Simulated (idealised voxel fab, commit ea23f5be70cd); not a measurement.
process module | voxel plated lines
cross-section cut | 225 nm wide | cells 5 nm
A cross-section is a grid of square cells, given in bands from the top down. A band is one or more rows of cells.
Each band's line starts with the height of the band's top and of its bottom, in nm. Then come its materials from left to right, each with its width in nm. One material with "throughout" fills the band from edge to edge. "air" is empty space.
Height 0 is the level under which the wafer as received is all one material. The lowest band goes on downwards, as in "0 down".
A width such as "30 to 40" changes by the same amount from each row of cells to the next, from the band's top row to its bottom row.
"no change" after a step means that no cell of the cross-section changed.
closed voids: empty space of 8 cells or more with no open way to the top, each as width x height at its distance from the left edge, in nm
after a step's settings: what the simulator itself notes on the step
overlay nm, on a step with a mask: how far to the right of its planned place the mask lay; to the left if negative
plan
1 op RECEIVE | material Si
2 op CONFORMAL_DEP | material Al2O3 | thk nm 15
3 op DIRECTIONAL_DEP | material TiN | thk nm 5
4 op PATTERN | tone open | mask id LINES | material resist | width nm 30 | pitch nm 55 | thk nm 30 | overlay nm 0
5 op EPI | material Ru | thk nm 5
6 op EPI | material Ru | thk nm 5
7 op STRIP | etch materials resist
8 op DIRECTIONAL_ETCH | etch materials TiN | depth nm 5
9 op CONFORMAL_DEP | material SiO2 | thk nm 10
as received, after step 1
  0 down: Si throughout
  closed voids: none
first wafer at the end, as planned
  40 to 30: air 5 | SiO2 50 | air 5 | SiO2 50 | air 5 | SiO2 50 | air 5 | SiO2 50 | air 5
  30 to 25: air 5 | SiO2 10 | Ru 30 | SiO2 10 | air 5 | SiO2 10 | Ru 30 | SiO2 10 | air 5 | SiO2 10 | Ru 30 | SiO2 10 | air 5 | SiO2 10 | Ru 30 | SiO2 10 | air 5
  25 to 20: SiO2 15 | Ru 30 | SiO2 25 | Ru 30 | SiO2 25 | Ru 30 | SiO2 25 | Ru 30 | SiO2 15
  20 to 15: SiO2 15 | TiN 30 | SiO2 25 | TiN 30 | SiO2 25 | TiN 30 | SiO2 25 | TiN 30 | SiO2 15
  15 to 0: Al2O3 throughout
  0 down: Si throughout
  closed voids: none
second wafer at the end: like start, like plan, one mistake
  35 to 25: air 5 | SiO2 50 | air 5 | SiO2 50 | air 5 | SiO2 50 | air 5 | SiO2 50 | air 5
  25 to 20: SiO2 15 | Ru 30 | SiO2 25 | Ru 30 | SiO2 25 | Ru 30 | SiO2 25 | Ru 30 | SiO2 15
  20 to 15: SiO2 15 | TiN 30 | SiO2 25 | TiN 30 | SiO2 25 | TiN 30 | SiO2 25 | TiN 30 | SiO2 15
  15 to 0: Al2O3 throughout
  0 down: Si throughout
  closed voids: none
what went wrong: one of the steps 5 and 6, which are alike, was left out
at the end the second wafer has, in cells: 24 fewer of Ru | 16 fewer of SiO2
